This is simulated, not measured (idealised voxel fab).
process module | voxel capacitor over wiring
cross-section cut | 240 nm wide | cells 5 nm
A cross-section is a grid of square cells, given in bands from the top down. A band is one or more rows of cells.
Each band's line starts with the height of the band's top and of its bottom, in nm. Then come its materials from left to right, each with its width in nm. One material with "throughout" fills the band from edge to edge. "air" is empty space.
Height 0 is the level under which the wafer as received is all one material. The lowest band goes on downwards, as in "0 down".
A width such as "30 to 40" changes by the same amount from each row of cells to the next, from the band's top row to its bottom row.
"no change" after a step means that no cell of the cross-section changed.
closed voids: empty space of 8 cells or more with no open way to the top, each as width x height at its distance from the left edge, in nm
after a step's settings: what the simulator itself notes on the step
overlay nm, on a step with a mask: how far to the right of its planned place the mask lay; to the left if negative
plan
1 op RECEIVE | material Si
2 op CONFORMAL_DEP | material SiO2 | thk nm 15
3 op DIRECTIONAL_DEP | material TiN | thk nm 5
4 op DIRECTIONAL_DEP | material W | thk nm 25
5 op MASKED_ETCH | tone cover | mask id METAL_1 | width nm 20 | pitch nm 80 | etch materials W | depth nm 25 | overlay nm 0
6 op MASKED_ETCH | tone cover | mask id METAL_1 | width nm 20 | pitch nm 80 | etch materials TiN | depth nm 5 | overlay nm 0
7 op CONFORMAL_DEP | material SiN | thk nm 5
8 op FILL_DEP | material lowk | thk nm 10
9 op CMP | height nm 45
10 op CONFORMAL_DEP | material SiCN | thk nm 5
11 op DIRECTIONAL_DEP | material SiO2 | thk nm 10
12 op MASKED_ETCH | tone open | mask id PLUG_1 | width nm 15 | etch materials SiO2 | depth nm 10 | overlay nm 0
13 op MASKED_ETCH | tone open | mask id PLUG_1 | width nm 15 | etch materials SiCN | depth nm 5 | overlay nm 0
14 op EPI | material Ru | thk nm 10
15 op EPI | material Ru | thk nm 5
16 op DIRECTIONAL_DEP | material TiN | thk nm 5
17 op DIRECTIONAL_DEP | material Al2O3 | thk nm 5
18 op DIRECTIONAL_DEP | material TiN | thk nm 10
19 op PATTERN | tone cover | mask id UPPER_PLATE | material resist | width nm 65 | thk nm 20 | overlay nm 0
20 op DIRECTIONAL_ETCH | etch materials TiN | depth nm 10
21 op DIRECTIONAL_ETCH | etch materials Al2O3 | depth nm 5
22 op STRIP | etch materials resist
23 op PATTERN | tone cover | mask id LOWER_PLATE | material resist | width nm 75 | thk nm 15 | overlay nm 0
24 op DIRECTIONAL_ETCH | etch materials TiN | depth nm 5
25 op STRIP | etch materials resist
26 op FILL_DEP | material SiO2 | thk nm 15
27 op CMP | height nm 90
28 op PATTERN | tone open | mask id PLUG_2 | material resist | width nm 15 | thk nm 20 | overlay nm 0
29 op DIRECTIONAL_ETCH | etch materials SiO2 | depth nm 10
30 op STRIP | etch materials resist
31 op CONFORMAL_DEP | material TiN | thk nm 5
32 op FILL_DEP | material Cu | thk nm 10
33 op CMP | height nm 90
34 op CONFORMAL_DEP | material SiN | thk nm 5
as received, after step 1
  0 down: Si throughout
  closed voids: none
a wafer at the end: this start, this plan, one mistake
  95 to 90: SiN throughout
  90 to 85: SiO2 85 | TiN 5 | Cu 5 | TiN 5 | SiO2 140
  85 to 80: SiO2 85 | TiN 15 | SiO2 140
  80 to 70: SiO2 75 | TiN 65 | SiO2 100
  70 to 65: SiO2 75 | Al2O3 65 | SiO2 100
  65 to 60: SiO2 70 | TiN 75 | SiO2 95
  60 to 50: SiO2 75 | Ru 15 | SiO2 150
  50 to 45: SiCN 75 | Ru 15 | SiCN 150
  45 to 25: lowk 65 | SiN 5 | W 20 | SiN 5 | lowk 50 | SiN 5 | W 20 | SiN 5 | lowk 65
  25 to 20: lowk 60 | SiN 10 | W 20 | SiN 5 | lowk 45 | SiN 10 | W 20 | SiN 5 | lowk 65
  20 to 15: SiN 65 | TiN 25 | SiN 55 | TiN 25 | SiN 70
  15 to 0: SiO2 throughout
  0 down: Si throughout
  closed voids: none
what went wrong: step 6 ran as: op MASKED_ETCH | tone cover | mask id METAL_1 | width nm 20 | pitch nm 80 | etch materials TiN | depth nm 5 | overlay nm -5
